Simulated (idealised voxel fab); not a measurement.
You're looking at the process module voxel air gaps.
Each square cell in cross-section cut measures 5 nm, and the section as a whole is 205 nm wide.
This document writes a cross-section as a grid whose cells are square, and gives it as bands, listed from the top down; one or more rows of cells form a band. Band: top and bottom heights (nm) first, top before bottom; then materials from left to right, widths in nm. "throughout" marks a sole material filling the band edge to edge. "blank" denotes empty space. A quick word on heights: they are counted from 0, and under that level the wafer as it came to us is one material throughout. The lowest band is different from the rest in having no bottom; it simply continues downward, written as in "top 0, no bottom". Graded width ("30->40"): value in top row of band = first number; value in bottom row = second number; row-to-row change constant. Any step labelled "remains unaltered" changed none of the cells in the cross-section. The entry titled "Voids lacking openings" provides the empty spaces that have no open way to the top, restricted to those of 8 cells or more. Each is presented as width x height at distance, the distance being measured from the left edge, with all three in nm. It should be noted that, on the line of a given step, the content following the step's settings is a remark produced by the simulator itself with respect to that step. "overlay nm", when on a step's line for a step with a mask, measures how far to the right of its planned place the mask lay; a negative measure means to the left.

Process steps (planned)
1. RECEIVE, material Si
2. CONFORMAL_DEP, material SiO2, thk nm 10
3. CONFORMAL_DEP, material SiN, thk nm 5
4. DIRECTIONAL_DEP, material SiO2, thk nm 35
5. PATTERN, tone open, mask id LINES, material resist, width nm 25, pitch nm 55, thk nm 20, overlay nm 0
6. DIRECTIONAL_ETCH, etch materials SiO2, depth nm 35
7. STRIP, etch materials resist
8. CONFORMAL_DEP, material TiN, thk nm 5
9. FILL_DEP, material Ru, thk nm 5
10. CMP, height nm 50
11. EPI, material Ru, thk nm 10
12. SELECTIVE_ETCH, etch materials SiO2, depth nm 45
13. CONFORMAL_DEP, material SiCN, thk nm 5

On the first of the two wafers: run conducted according to plan

Cross-sectional view of the wafer in its as-received condition, corresponding to the state after step 1
top 0, no bottom: Si throughout
Voids lacking openings: none

The following cross-section depicts the wafer upon completion of step 2
top 10, bottom 0: SiO2 throughout
Below 0, the layers are the same as they were.

The following cross-section depicts the wafer upon completion of step 3
top 15, bottom 10: SiN throughout
Below 10, the layers are the same as they were.

The following cross-section depicts the wafer upon completion of step 4
top 50, bottom 15: SiO2 throughout
Below 15, the layers are the same as they were.

The following cross-section depicts the wafer upon completion of step 5
top 70, bottom 50: resist 35 / blank 25 / resist 30 / blank 25 / resist 30 / blank 25 / resist 35
Below 50, the layers are the same as they were.

The following cross-section depicts the wafer upon completion of step 6
top 70, bottom 50: resist 35 / blank 25 / resist 30 / blank 25 / resist 30 / blank 25 / resist 35
top 50, bottom 15: SiO2 35 / blank 25 / SiO2 30 / blank 25 / SiO2 30 / blank 25 / SiO2 35
Below 15, the layers are the same as they were.

The following cross-section depicts the wafer upon completion of step 7
top 50, bottom 15: SiO2 35 / blank 25 / SiO2 30 / blank 25 / SiO2 30 / blank 25 / SiO2 35
Below 15, the layers are the same as they were.

The following cross-section depicts the wafer upon completion of step 8
top 55, bottom 50: TiN 40 / blank 15 / TiN 40 / blank 15 / TiN 40 / blank 15 / TiN 40
top 50, bottom 20: SiO2 35 / TiN 5 / blank 15 / TiN 5 / SiO2 30 / TiN 5 / blank 15 / TiN 5 / SiO2 30 / TiN 5 / blank 15 / TiN 5 / SiO2 35
top 20, bottom 15: SiO2 35 / TiN 25 / SiO2 30 / TiN 25 / SiO2 30 / TiN 25 / SiO2 35
Below 15, the layers are the same as they were.

The following cross-section depicts the wafer upon completion of step 9
top 60, bottom 55: Ru throughout
top 55, bottom 50: TiN 40 / Ru 15 / TiN 40 / Ru 15 / TiN 40 / Ru 15 / TiN 40
top 50, bottom 20: SiO2 35 / TiN 5 / Ru 15 / TiN 5 / SiO2 30 / TiN 5 / Ru 15 / TiN 5 / SiO2 30 / TiN 5 / Ru 15 / TiN 5 / SiO2 35
Below 20, the layers are the same as they were.

The following cross-section depicts the wafer upon completion of step 10
top 50, bottom 20: SiO2 35 / TiN 5 / Ru 15 / TiN 5 / SiO2 30 / TiN 5 / Ru 15 / TiN 5 / SiO2 30 / TiN 5 / Ru 15 / TiN 5 / SiO2 35
Below 20, the layers are the same as they were.

The following cross-section depicts the wafer upon completion of step 11
top 60, bottom 50: blank 25 / Ru 45 / blank 10 / Ru 45 / blank 10 / Ru 45 / blank 25
Below 50, the layers are the same as they were.

The following cross-section depicts the wafer upon completion of step 12
top 60, bottom 50: blank 25 / Ru 45 / blank 10 / Ru 45 / blank 10 / Ru 45 / blank 25
top 50, bottom 20: blank 35 / TiN 5 / Ru 15 / TiN 5 / blank 30 / TiN 5 / Ru 15 / TiN 5 / blank 30 / TiN 5 / Ru 15 / TiN 5 / blank 35
top 20, bottom 15: blank 35 / TiN 25 / blank 30 / TiN 25 / blank 30 / TiN 25 / blank 35
Below 15, the layers are the same as they were.

The following cross-section depicts the wafer upon completion of step 13
top 65, bottom 60: blank 20 / SiCN 165 / blank 20
top 60, bottom 50: blank 20 / SiCN 5 / Ru 45 / SiCN 10 / Ru 45 / SiCN 10 / Ru 45 / SiCN 5 / blank 20
top 50, bottom 45: blank 20 / SiCN 15 / TiN 5 / Ru 15 / TiN 5 / SiCN 30 / TiN 5 / Ru 15 / TiN 5 / SiCN 30 / TiN 5 / Ru 15 / TiN 5 / SiCN 15 / blank 20
top 45, bottom 20: blank 30 / SiCN 5 / TiN 5 / Ru 15 / TiN 5 / SiCN 5 / blank 20 / SiCN 5 / TiN 5 / Ru 15 / TiN 5 / SiCN 5 / blank 20 / SiCN 5 / TiN 5 / Ru 15 / TiN 5 / SiCN 5 / blank 30
top 20, bottom 15: SiCN 35 / TiN 25 / SiCN 30 / TiN 25 / SiCN 30 / TiN 25 / SiCN 35
Below 15, the layers are the same as they were.
Voids lacking openings: 20 x 25 at 65; 20 x 25 at 120

The second wafer began exactly as the first did and followed the same plan, but one mistake was made while running it; through step 10 inclusive, the two wafers are identical

Cross-section of the second wafer at the time step 11 of the plan should have ended
top 50, bottom 20: blank 35 / TiN 5 / Ru 15 / TiN 5 / blank 30 / TiN 5 / Ru 15 / TiN 5 / blank 30 / TiN 5 / Ru 15 / TiN 5 / blank 35
top 20, bottom 15: blank 35 / TiN 25 / blank 30 / TiN 25 / blank 30 / TiN 25 / blank 35
Below 15, the layers are the same as they were.

Cross-section of the second wafer at the time step 12 of the plan should have ended
top 60, bottom 50: blank 25 / Ru 45 / blank 10 / Ru 45 / blank 10 / Ru 45 / blank 25
top 50, bottom 20: blank 25 / Ru 10 / TiN 5 / Ru 15 / TiN 5 / Ru 10 / blank 10 / Ru 10 / TiN 5 / Ru 15 / TiN 5 / Ru 10 / blank 10 / Ru 10 / TiN 5 / Ru 15 / TiN 5 / Ru 10 / blank 25
top 20, bottom 15: blank 25 / Ru 10 / TiN 25 / Ru 10 / blank 10 / Ru 10 / TiN 25 / Ru 10 / blank 10 / Ru 10 / TiN 25 / Ru 10 / blank 25
Below 15, the layers are the same as they were.

Cross-section of the second wafer at the time step 13 of the plan should have ended
top 65, bottom 60: blank 20 / SiCN 165 / blank 20
top 60, bottom 50: blank 20 / SiCN 5 / Ru 45 / SiCN 10 / Ru 45 / SiCN 10 / Ru 45 / SiCN 5 / blank 20
top 50, bottom 20: blank 20 / SiCN 5 / Ru 10 / TiN 5 / Ru 15 / TiN 5 / Ru 10 / SiCN 10 / Ru 10 / TiN 5 / Ru 15 / TiN 5 / Ru 10 / SiCN 10 / Ru 10 / TiN 5 / Ru 15 / TiN 5 / Ru 10 / SiCN 5 / blank 20
top 20, bottom 15: SiCN 25 / Ru 10 / TiN 25 / Ru 10 / SiCN 10 / Ru 10 / TiN 25 / Ru 10 / SiCN 10 / Ru 10 / TiN 25 / Ru 10 / SiCN 25
Below 15, the layers are the same as they were.
What went wrong in running the wafer? plan steps 11 and 12 run swapped
Looking at both finished wafers in cells, the second ends up ahead of or behind the first on some materials: 84 more of Ru; 24 fewer of SiCN
Closed void count at end of process - first wafer: 2; second wafer: 0.
